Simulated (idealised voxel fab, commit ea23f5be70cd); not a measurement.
This section sets out a process module, namely voxel double patterning.
Xsec cut, 260 nm wide, square cell size 5 nm.
Each cross-section below is a grid of square cells, stated as bands in top-down order, with one or more rows of cells making up each band. This entry defines a band. It first specifies the height of the band's top and the height of its bottom in nm, and then specifies the band's materials from left to right, stating each material with its width in nm. The word "edge to edge" identifies a single material that fills the band from edge to edge, while the word "empty" identifies empty space. Heights are expressed relative to 0, this being the level below which the as-received wafer comprises one material exclusively. The lowest band is unbounded in the downward direction and is denoted as in "0 down". The expression "30->40" gives the width at the extremes of the band, the first number at its top row of cells and the second at its bottom row, with the width changing by equal amounts from each row to the next in between. It should be understood that the words "remained unchanged", when stated for a given step, signify that the cross-section underwent no change in any of its cells during that step. You'll see "Enclosed void list" listing empty spaces that have no way open to the top, as long as they're 8 cells or more; the notation is width x height at distance, where the distance is from the left edge, and all of it is in nm. Whatever follows a step's settings on its line is a remark the simulator itself makes about that step. overlay nm: mask offset rightward from planned place, masked step; negative means leftward offset.

# The steps planned for the process are as follows
1,RECEIVE (material Si)
2,CONFORMAL_DEP (material SiO2; thk nm 5)
3,DIRECTIONAL_DEP (material TiN; thk nm 10)
4,DIRECTIONAL_DEP (material SiCN; thk nm 10)
5,DIRECTIONAL_DEP (material aC; thk nm 10)
6,PATTERN (tone open; mask id FIRST; material resist; width nm 15; pitch nm 50; thk nm 30; overlay nm 0)
7,DIRECTIONAL_ETCH (etch materials aC; depth nm 10)
8,STRIP (etch materials resist)
9,DIRECTIONAL_ETCH (etch materials SiCN; depth nm 10)
10,STRIP (etch materials aC)
11,PATTERN (tone open; mask id SECOND; material resist; width nm 15; thk nm 15; overlay nm 0)
12,DIRECTIONAL_ETCH (etch materials SiCN; depth nm 10)
13,STRIP (etch materials resist)
14,DIRECTIONAL_ETCH (etch materials TiN; depth nm 10)
15,STRIP (etch materials SiCN)

# Cross-section of the wafer as it came to us, i.e., already through step 1
0 down  Si edge to edge
Enclosed void list: none

# first wafer at the end, as planned
15 to 5  TiN 95 | empty 15 | TiN 10 | empty 15 | TiN 10 | empty 15 | TiN 100
5 to 0  SiO2 edge to edge
0 down  Si edge to edge
Enclosed void list: none

# Here is the second of the two wafers cut open at the end of the module - same start, same plan as the first one, but we made one mistake running it
25 to 15  TiN 95 | empty 15 | TiN 10 | empty 15 | TiN 10 | empty 15 | TiN 100
15 to 0  SiO2 edge to edge
0 down  Si edge to edge
Enclosed void list: none
Deviation from plan: in deviation from the planned setting, step 2 was conducted as CONFORMAL_DEP (material SiO2; thk nm 15)
Bottom line after processing is that, in cells, the second wafer is up or down on some materials versus the first: SiO2: 104 more
